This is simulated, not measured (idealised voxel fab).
Module name: voxel fin reveal (process module)
For reference, the cross-section in this document is cut, with width 255 nm and square cells of 5 nm.
A cross-section is a grid of square cells, given in bands from the top down. A band is one or more rows of cells.
Quick guide to a band line: top height, bottom height (nm) up front; then every material left to right with its width in nm. Only one material and it's marked "edge to edge"? Then it fills the band edge to edge. And "air" just means empty space.
Heights are reckoned from 0. Under this level, the received wafer is all of one material. The bottommost band is open-ended downward, for example "0 nm and below".
Width spec "30->40" -> top row of cells at first value, bottom row at second value, equal per-row change in between.
What does "nothing was modified" mean for a step? It means no cell of the cross-section changed in that step.
Entry "Trapped void list" = empty spaces >= 8 cells with no open way to the top; each as width x height at distance, distance from left edge, all nm.
Note: text after step settings on the step line = simulator remark on that step.
overlay nm, on a step with a mask: how far to the right of its planned place the mask lay; to the left if negative

# The steps planned for the process are as follows
1. RECEIVE (material Si)
2. CONFORMAL_DEP (material SiN; thk nm 10)
3. MASKED_ETCH (tone cover; mask id FINS; width nm 15; pitch nm 35; etch materials SiN; depth nm 10; overlay nm 0)
4. MASKED_ETCH (tone cover; mask id FINS; width nm 15; pitch nm 35; etch materials Si; depth nm 35; overlay nm 0)
5. FILL_DEP (material SiO2; thk nm 15)
6. CMP (height nm 10)
7. SELECTIVE_ETCH (etch materials SiO2; depth nm 20)
8. STRIP (etch materials SiN)

# Below: the first of two wafers, run as planned

# Wafer cross-section on receipt, i.e. after step 1
0 nm and below  Si edge to edge
Trapped void list: none

# Cross-section through the wafer, step 2 finished
10 nm to 0 nm  SiN edge to edge
Nothing below the height 0 has changed.

# Cross-section through the wafer, step 3 finished
10 nm to 0 nm  65 air, then 15 SiN, then 20 air, then 15 SiN, then 20 air, then 15 SiN, then 20 air, then 15 SiN, then 70 air
Nothing below the height 0 has changed.

# Cross-section through the wafer, step 4 finished
10 nm to 0 nm  65 air, then 15 SiN, then 20 air, then 15 SiN, then 20 air, then 15 SiN, then 20 air, then 15 SiN, then 70 air
0 nm to -35 nm  65 air, then 15 Si, then 20 air, then 15 Si, then 20 air, then 15 Si, then 20 air, then 15 Si, then 70 air
Nothing below the height -35 has changed.

# Cross-section through the wafer, step 5 finished
25 nm to 10 nm  SiO2 edge to edge
10 nm to 0 nm  65 SiO2, then 15 SiN, then 20 SiO2, then 15 SiN, then 20 SiO2, then 15 SiN, then 20 SiO2, then 15 SiN, then 70 SiO2
0 nm to -35 nm  65 SiO2, then 15 Si, then 20 SiO2, then 15 Si, then 20 SiO2, then 15 Si, then 20 SiO2, then 15 Si, then 70 SiO2
Nothing below the height -35 has changed.

# Cross-section through the wafer, step 6 finished
10 nm to 0 nm  65 SiO2, then 15 SiN, then 20 SiO2, then 15 SiN, then 20 SiO2, then 15 SiN, then 20 SiO2, then 15 SiN, then 70 SiO2
Nothing below the height 0 has changed.

# Cross-section through the wafer, step 7 finished
10 nm to 0 nm  65 air, then 15 SiN, then 20 air, then 15 SiN, then 20 air, then 15 SiN, then 20 air, then 15 SiN, then 70 air
0 nm to -10 nm  65 air, then 15 Si, then 20 air, then 15 Si, then 20 air, then 15 Si, then 20 air, then 15 Si, then 70 air
Nothing below the height -10 has changed.

# Cross-section through the wafer, step 8 finished
0 nm to -10 nm  65 air, then 15 Si, then 20 air, then 15 Si, then 20 air, then 15 Si, then 20 air, then 15 Si, then 70 air
Nothing below the height -10 has changed.

# Wafer two. Identical start, identical plan. One mistake in execution. Identical history through step 3

# The second wafer cut through, at the time step 4 was supposed to be finished
10 nm to 0 nm  65 air, then 15 SiN, then 20 air, then 15 SiN, then 20 air, then 15 SiN, then 20 air, then 15 SiN, then 70 air
0 nm to -30 nm  65 air, then 15 Si, then 20 air, then 15 Si, then 20 air, then 15 Si, then 20 air, then 15 Si, then 70 air
Nothing below the height -30 has changed.

# The second wafer cut through, at the time step 5 was supposed to be finished
25 nm to 10 nm  SiO2 edge to edge
10 nm to 0 nm  65 SiO2, then 15 SiN, then 20 SiO2, then 15 SiN, then 20 SiO2, then 15 SiN, then 20 SiO2, then 15 SiN, then 70 SiO2
0 nm to -30 nm  65 SiO2, then 15 Si, then 20 SiO2, then 15 Si, then 20 SiO2, then 15 Si, then 20 SiO2, then 15 Si, then 70 SiO2
Nothing below the height -30 has changed.

# The second wafer cut through, at the time step 6 was supposed to be finished
10 nm to 0 nm  65 SiO2, then 15 SiN, then 20 SiO2, then 15 SiN, then 20 SiO2, then 15 SiN, then 20 SiO2, then 15 SiN, then 70 SiO2
Nothing below the height 0 has changed.

# The second wafer cut through, at the time step 7 was supposed to be finished
10 nm to 0 nm  65 air, then 15 SiN, then 20 air, then 15 SiN, then 20 air, then 15 SiN, then 20 air, then 15 SiN, then 70 air
0 nm to -10 nm  65 air, then 15 Si, then 20 air, then 15 Si, then 20 air, then 15 Si, then 20 air, then 15 Si, then 70 air
Nothing below the height -10 has changed.

# The second wafer cut through, at the time step 8 was supposed to be finished
0 nm to -10 nm  65 air, then 15 Si, then 20 air, then 15 Si, then 20 air, then 15 Si, then 20 air, then 15 Si, then 70 air
Nothing below the height -10 has changed.
Where did the run depart from the plan? step 4 changed vs plan, executed as MASKED_ETCH (tone cover; mask id FINS; width nm 15; pitch nm 35; etch materials Si; depth nm 30; overlay nm 0)
FYI, end of process, the second wafer has more or fewer cells of some materials than the first: Si +39, SiO2 -39
